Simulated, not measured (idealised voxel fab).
process module | voxel gate over fins
cross-section cut | 170 nm wide | cells 5 nm
A cross-section is a grid of square cells, given in bands from the top down. A band is one or more rows of cells.
Each band's line starts with the height of the band's top and of its bottom, in nm. Then come its materials from left to right, each with its width in nm. One material with "throughout" fills the band from edge to edge. "air" is empty space.
Height 0 is the level under which the wafer as received is all one material. The lowest band goes on downwards, as in "0 down".
A width such as "30 to 40" changes by the same amount from each row of cells to the next, from the band's top row to its bottom row.
"no change" after a step means that no cell of the cross-section changed.
closed voids: empty space of 8 cells or more with no open way to the top, each as width x height at its distance from the left edge, in nm
after a step's settings: what the simulator itself notes on the step
overlay nm, on a step with a mask: how far to the right of its planned place the mask lay; to the left if negative
plan
1 op RECEIVE | material Si
2 op CONFORMAL_DEP | material SiN | thk nm 5
3 op MASKED_ETCH | tone cover | mask id FINS | width nm 15 | pitch nm 60 | etch materials SiN | depth nm 5 | overlay nm 0
4 op MASKED_ETCH | tone cover | mask id FINS | width nm 15 | pitch nm 60 | etch materials Si | depth nm 40 | overlay nm 0
5 op FILL_DEP | material SiO2 | thk nm 10
6 op CMP | height nm 5
7 op DIRECTIONAL_DEP | material aC | thk nm 10
8 op PATTERN | tone open | mask id RAIL | material resist | width nm 15 | thk nm 25 | overlay nm 0
9 op DIRECTIONAL_ETCH | etch materials aC | depth nm 10
10 op STRIP | etch materials resist
11 op DIRECTIONAL_ETCH | etch materials SiO2 | depth nm 40
12 op STRIP | etch materials aC
13 op CONFORMAL_DEP | material TiN | thk nm 5
14 op FILL_DEP | material Ru | thk nm 5
15 op CMP | height nm 5
16 op SELECTIVE_ETCH | etch materials W Ru TiN | depth nm 20
17 op FILL_DEP | material SiO2 | thk nm 5
18 op CMP | height nm 5
19 op SELECTIVE_ETCH | etch materials SiO2 | depth nm 15
20 op STRIP | etch materials SiN
21 op CONFORMAL_DEP | material HfO2 | thk nm 5
22 op CONFORMAL_DEP | material TiN | thk nm 5
23 op FILL_DEP | material W | thk nm 15
24 op CMP | height nm 20
25 op CONFORMAL_DEP | material SiCN | thk nm 10
varied across the wafers: width nm of step 3. The plan shows the first wafer's value. All wafers start alike
first wafer as received, after step 1
  0 down: Si throughout
  closed voids: none
each wafer at the end: cells of each material gained (+) or lost (-) since it was received, then its closed voids
width nm 15 | +42 HfO2 | +3 Ru | -224 Si | +68 SiCN | +156 SiO2 | +51 TiN | +108 W | closed voids: none
width nm 20 | +42 HfO2 | +3 Ru | -208 Si | +68 SiCN | +144 SiO2 | +51 TiN | +104 W | closed voids: none
width nm 25 | +42 HfO2 | +3 Ru | -192 Si | +68 SiCN | +132 SiO2 | +51 TiN | +100 W | closed voids: none
width nm 30 | +42 HfO2 | +3 Ru | -176 Si | +68 SiCN | +120 SiO2 | +51 TiN | +96 W | closed voids: none
